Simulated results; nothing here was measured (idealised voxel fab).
Process module under the name voxel released beams
It is cross-section cut that appears here, measuring 225 nm in width, its square cells being 5 nm in size.
When this document writes out a cross-section, it uses a grid of square cells and lists it as bands, beginning at the top and moving down, with a band standing for one or more rows of cells.
Band: top and bottom heights (nm) first, top before bottom; then materials from left to right, widths in nm. "full width" marks a sole material filling the band edge to edge. "blank" denotes empty space.
Height reference: 0 = level under which incoming wafer is all one material. Lowest band: no bottom, runs on downward, e.g. "top 0, no bottom".
Per-row width for "30->40": begins at first number (top row of band), ends at second number (bottom row), increment between rows held constant.
A step reported as "changes: none" is a step in which no cell of the cross-section changed.
Basically, "Closed void listing" tells you about the enclosed voids: empty spaces with no open way to the top, 8 cells or bigger, each written width x height at distance, where distance is from the left edge, all in nm.
Where a step's line continues beyond its settings, the continuation is a remark by the simulator itself on that step.
"overlay nm", when on a step's line for a step with a mask, measures how far to the right of its planned place the mask lay; a negative measure means to the left.

### So here's the lineup of process steps we planned
- 1: RECEIVE, material Si
- 2: CONFORMAL_DEP, material SiN, thk nm 5
- 3: DIRECTIONAL_DEP, material SiO2, thk nm 10
- 4: DIRECTIONAL_DEP, material aC, thk nm 15
- 5: PATTERN, tone open, mask id ANCHOR, material resist, width nm 45, thk nm 35, overlay nm 0
- 6: DIRECTIONAL_ETCH, etch materials aC, depth nm 15
- 7: STRIP, etch materials resist
- 8: DIRECTIONAL_ETCH, etch materials SiO2, depth nm 10
- 9: STRIP, etch materials aC
- 10: CONFORMAL_DEP, material TiN, thk nm 15
- 11: PATTERN, tone cover, mask id BEAM, material resist, width nm 90, thk nm 20, overlay nm 0
- 12: DIRECTIONAL_ETCH, etch materials TiN, depth nm 15
- 13: STRIP, etch materials resist
- 14: STRIP, etch materials SiO2

### Wafer cross-section on receipt, i.e. after step 1
top 0, no bottom: Si full width
Closed void listing: none

### Module complete - cross-section of the first of two wafers, run according to plan
top 30, bottom 20: blank=65, TiN=20, blank=15, TiN=55, blank=70
top 20, bottom 15: blank=65, TiN=90, blank=70
top 15, bottom 5: blank=70, TiN=45, blank=110
top 5, bottom 0: SiN full width
top 0, no bottom: Si full width
Closed void listing: none

### Cross-section at end of module for the second wafer of two, which matched the first in starting point and plan and differed by one mistake in its processing
top 30, bottom 20: blank=65, TiN=20, blank=15, TiN=60, blank=65
top 20, bottom 15: blank=65, TiN=95, blank=65
top 15, bottom 5: blank=70, TiN=45, blank=110
top 5, bottom 0: SiN full width
top 0, no bottom: Si full width
Closed void listing: none
Processing error: step 11 was not run as planned; what actually ran was PATTERN, tone cover, mask id BEAM, material resist, width nm 95, thk nm 20, overlay nm 0
At the finish, the second wafer shows more or fewer cells for some materials than the first does: TiN: 3 more
